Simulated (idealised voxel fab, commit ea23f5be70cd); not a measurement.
process module | voxel gate over fins
cross-section cut | 195 nm wide | cells 5 nm
A cross-section is a grid of square cells, given in bands from the top down. A band is one or more rows of cells.
Each band's line starts with the height of the band's top and of its bottom, in nm. Then come its materials from left to right, each with its width in nm. One material with "throughout" fills the band from edge to edge. "air" is empty space.
Height 0 is the level under which the wafer as received is all one material. The lowest band goes on downwards, as in "0 down".
A width such as "30 to 40" changes by the same amount from each row of cells to the next, from the band's top row to its bottom row.
"no change" after a step means that no cell of the cross-section changed.
closed voids: empty space of 8 cells or more with no open way to the top, each as width x height at its distance from the left edge, in nm
after a step's settings: what the simulator itself notes on the step
overlay nm, on a step with a mask: how far to the right of its planned place the mask lay; to the left if negative
plan
1 op RECEIVE | material Si
2 op CONFORMAL_DEP | material SiN | thk nm 5
3 op DIRECTIONAL_DEP | material aC | thk nm 10
4 op PATTERN | tone cover | mask id FINS | material resist | width nm 15 | pitch nm 40 | thk nm 25 | overlay nm 0
5 op DIRECTIONAL_ETCH | etch materials aC | depth nm 10
6 op STRIP | etch materials resist
7 op DIRECTIONAL_ETCH | etch materials SiN | depth nm 5
8 op DIRECTIONAL_ETCH | etch materials Si | depth nm 40
9 op STRIP | etch materials aC
10 op OXIDIZE | depth nm 5
11 op FILL_DEP | material SiO2 | thk nm 15
12 op CMP | height nm 5
13 op SELECTIVE_ETCH | etch materials SiO2 | depth nm 15
14 op STRIP | etch materials SiN
15 op CONFORMAL_DEP | material HfO2 | thk nm 5
16 op CONFORMAL_DEP | material TiN | thk nm 5
17 op CONFORMAL_DEP | material TiAl | thk nm 5
18 op CONFORMAL_DEP | material TiN | thk nm 5
19 op FILL_DEP | material W | thk nm 10
20 op CMP | height nm 25
21 op CONFORMAL_DEP | material SiN | thk nm 10
as received, after step 1
  0 down: Si throughout
  closed voids: none
a wafer at the end: this start, this plan, one mistake
  35 to 25: SiN throughout
  25 to 20: W throughout
  20 to 15: W 55 | TiN 85 | W 55
  15 to 10: W 55 | TiN 5 | TiAl 35 | TiN 5 | TiAl 35 | TiN 5 | W 55
  10 to 5: TiN 60 | TiAl 5 | TiN 25 | TiAl 5 | TiN 5 | TiAl 5 | TiN 25 | TiAl 5 | TiN 60
  5 to 0: TiAl 65 | TiN 5 | HfO2 15 | TiN 5 | TiAl 15 | TiN 5 | HfO2 15 | TiN 5 | TiAl 65
  0 to -5: TiN 70 | HfO2 5 | Si 5 | HfO2 5 | TiN 25 | HfO2 5 | Si 5 | HfO2 5 | TiN 70
  -5 to -10: HfO2 75 | Si 5 | HfO2 35 | Si 5 | HfO2 75
  -10 to -40: SiO2 75 | Si 5 | SiO2 35 | Si 5 | SiO2 75
  -40 down: Si throughout
  closed voids: none
what went wrong: step 8 ran as: op DIRECTIONAL_ETCH | etch materials Si | depth nm 35
